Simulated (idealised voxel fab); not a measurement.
Process module under the name voxel spacer lines
Xsec cut, 150 nm wide, square cell size 5 nm.
In this document a cross-section is written as a grid of square cells. It is given as a series of bands, listed from the top down, and a band is one or more rows of cells.
Band entry format. Leading values: height of top, height of bottom, nm. Remainder: materials in left-to-right order, each with its width in nm. Special words: "full width" on a single material, which then fills the band edge to edge; "blank", empty space.
Note: height 0 marks the level under which the wafer is uniformly one material as received. Lowest band unbounded below, written "0..down".
Width "30->40": first value at the band's top row of cells, second value at its bottom row, equal change from row to row.
Given "same as before" for a step, no cell of the cross-section differs between before and after that step.
Closed empty spaces (no open way to the top) of 8 cells or more are what "Entrapped voids" lists, each as width x height at distance from the left edge, nm for all three.
On each step's line, the part that comes after the settings is the simulator's own comment on the step.
overlay nm: step with mask; distance mask lay right of planned place; negative value = left of planned place.

Here's what the planned process steps look like:
step 1: RECEIVE | material Si
step 2: CONFORMAL_DEP | material Al2O3 | thk nm 10
step 3: DIRECTIONAL_DEP | material TiN | thk nm 15
step 4: DIRECTIONAL_DEP | material polySi | thk nm 30
step 5: PATTERN | tone cover | mask id MANDREL | material resist | width nm 20 | pitch nm 60 | thk nm 40 | overlay nm 0
step 6: DIRECTIONAL_ETCH | etch materials polySi | depth nm 30
step 7: STRIP | etch materials resist
step 8: CONFORMAL_DEP | material SiN | thk nm 10
step 9: DIRECTIONAL_ETCH | etch materials SiN | depth nm 10
step 10: STRIP | etch materials polySi
step 11: DIRECTIONAL_ETCH | etch materials TiN | depth nm 15
step 12: STRIP | etch materials SiN
step 13: FILL_DEP | material lowk | thk nm 10
step 14: CMP | height nm 25

Cross-section of the wafer as it came to us, i.e., already through step 1:
  0..down  Si full width
  Entrapped voids: none

Post-module cross-section of the first of two wafers (run per plan):
  25..10  lowk (25)  TiN (10)  lowk (20)  TiN (10)  lowk (20)  TiN (10)  lowk (20)  TiN (10)  lowk (25)
  10..0  Al2O3 full width
  0..down  Si full width
  Entrapped voids: none

Wafer two cross-section, module end. Start and plan unchanged from wafer one; one mistake made during the run:
  25..10  lowk (20)  TiN (10)  lowk (20)  TiN (10)  lowk (20)  TiN (10)  lowk (20)  TiN (10)  lowk (30)
  10..0  Al2O3 full width
  0..down  Si full width
  Entrapped voids: none
Plan not followed: step 5 did not happen as planned, as run it was PATTERN | tone cover | mask id MANDREL | material resist | width nm 20 | pitch nm 60 | thk nm 40 | overlay nm -5
By the end, you'd get the same cell count for each material on either wafer, but the second wafer puts them somewhere else.
